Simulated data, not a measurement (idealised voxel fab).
Process module in this document: voxel plated lines
The width of the displayed cross-section, cut, is 260 nm; its cells are square, with a size of 5 nm.
When this document writes out a cross-section, it uses a grid of square cells and lists it as bands, beginning at the top and moving down, with a band standing for one or more rows of cells. Top height, bottom height, nm. Materials left to right, width each, nm. Single material + "everywhere" = fills band edge to edge. "empty" = empty. Height is counted from the level 0, under which the received wafer is composed throughout of one material. The lowest of the bands is not closed at the bottom but continues downward, in the notation "0 -> down". Width: "30 to 40" (first number = top row, second number = bottom row, same change from row to row of cells). Basically "no change" means that step didn't change any cell in the cross-section. The list in "Fully sealed cavities" covers empty spaces of 8 cells or more that cannot reach the top through any open way, and it gives each as width x height at distance; the distance is from the left edge, and width, height and distance are in nm. after a step's settings: what the simulator itself notes on the step. "overlay nm", when on a step's line for a step with a mask, measures how far to the right of its planned place the mask lay; a negative measure means to the left.

# Intended process steps
1 RECEIVE | material Si
2 CONFORMAL_DEP | material SiO2 | thk nm 10
3 DIRECTIONAL_DEP | material TiN | thk nm 5
4 PATTERN | tone open | mask id LINES | material resist | width nm 20 | pitch nm 35 | thk nm 35 | overlay nm 0
5 EPI | material Ru | thk nm 10
6 EPI | material Ru | thk nm 5
7 EPI | material Ru | thk nm 5
8 STRIP | etch materials resist
9 DIRECTIONAL_ETCH | etch materials TiN | depth nm 5
10 CONFORMAL_DEP | material SiN | thk nm 5

# First wafer of two (run as planned)

# Cross-section of the wafer at receipt, which is the condition after step 1
- 0 -> down: Si everywhere
- Fully sealed cavities: none

# You're looking at a cross-section of the wafer after step 2
- 10 -> 0: SiO2 everywhere
- For the remainder of the cross-section, below 0, there is no change.

# You're looking at a cross-section of the wafer after step 3
- 15 -> 10: TiN everywhere
- For the remainder of the cross-section, below 10, there is no change.

# You're looking at a cross-section of the wafer after step 4
- 50 -> 15: 85 nm resist  20 nm empty  15 nm resist  20 nm empty  15 nm resist  20 nm empty  85 nm resist
- For the remainder of the cross-section, below 15, there is no change.

# You're looking at a cross-section of the wafer after step 5
- 50 -> 25: 85 nm resist  20 nm empty  15 nm resist  20 nm empty  15 nm resist  20 nm empty  85 nm resist
- 25 -> 15: 85 nm resist  20 nm Ru  15 nm resist  20 nm Ru  15 nm resist  20 nm Ru  85 nm resist
- For the remainder of the cross-section, below 15, there is no change.

# You're looking at a cross-section of the wafer after step 6
- 50 -> 30: 85 nm resist  20 nm empty  15 nm resist  20 nm empty  15 nm resist  20 nm empty  85 nm resist
- 30 -> 15: 85 nm resist  20 nm Ru  15 nm resist  20 nm Ru  15 nm resist  20 nm Ru  85 nm resist
- For the remainder of the cross-section, below 15, there is no change.

# You're looking at a cross-section of the wafer after step 7
- 50 -> 35: 85 nm resist  20 nm empty  15 nm resist  20 nm empty  15 nm resist  20 nm empty  85 nm resist
- 35 -> 15: 85 nm resist  20 nm Ru  15 nm resist  20 nm Ru  15 nm resist  20 nm Ru  85 nm resist
- For the remainder of the cross-section, below 15, there is no change.

# You're looking at a cross-section of the wafer after step 8
- 35 -> 15: 85 nm empty  20 nm Ru  15 nm empty  20 nm Ru  15 nm empty  20 nm Ru  85 nm empty
- For the remainder of the cross-section, below 15, there is no change.

# You're looking at a cross-section of the wafer after step 9
- 35 -> 15: 85 nm empty  20 nm Ru  15 nm empty  20 nm Ru  15 nm empty  20 nm Ru  85 nm empty
- 15 -> 10: 85 nm empty  20 nm TiN  15 nm empty  20 nm TiN  15 nm empty  20 nm TiN  85 nm empty
- For the remainder of the cross-section, below 10, there is no change.

# You're looking at a cross-section of the wafer after step 10
- 40 -> 35: 80 nm empty  30 nm SiN  5 nm empty  30 nm SiN  5 nm empty  30 nm SiN  80 nm empty
- 35 -> 15: 80 nm empty  5 nm SiN  20 nm Ru  5 nm SiN  5 nm empty  5 nm SiN  20 nm Ru  5 nm SiN  5 nm empty  5 nm SiN  20 nm Ru  5 nm SiN  80 nm empty
- 15 -> 10: 85 nm SiN  20 nm TiN  15 nm SiN  20 nm TiN  15 nm SiN  20 nm TiN  85 nm SiN
- For the remainder of the cross-section, below 10, there is no change.

# Second wafer: same start and same plan as the first, one execution error; identical to the first through step 6

# Cross-section of the second wafer when, according to plan, step 7 should have finished
- 30 -> 15: 85 nm empty  20 nm Ru  15 nm empty  20 nm Ru  15 nm empty  20 nm Ru  85 nm empty
- For the remainder of the cross-section, below 15, there is no change.

# Cross-section of the second wafer when, according to plan, step 8 should have finished
- 35 -> 20: 80 nm empty  30 nm Ru  5 nm empty  30 nm Ru  5 nm empty  30 nm Ru  80 nm empty
- 20 -> 15: Ru everywhere
- For the remainder of the cross-section, below 15, there is no change.

Cross-section of the second wafer when, according to plan, step 9 should have finished: no change

# Cross-section of the second wafer when, according to plan, step 10 should have finished
- 40 -> 35: 75 nm empty  110 nm SiN  75 nm empty
- 35 -> 25: 75 nm empty  5 nm SiN  30 nm Ru  5 nm SiN  30 nm Ru  5 nm SiN  30 nm Ru  5 nm SiN  75 nm empty
- 25 -> 20: 80 nm SiN  30 nm Ru  5 nm SiN  30 nm Ru  5 nm SiN  30 nm Ru  80 nm SiN
- For the remainder of the cross-section, below 20, there is no change.
Error vs. plan: steps 7 and 8 of the plan were run in the wrong order, each in the other's place
Bottom line after processing is that, in cells, the second wafer is up or down on some materials versus the first: +58 Ru, -18 SiN, +40 TiN
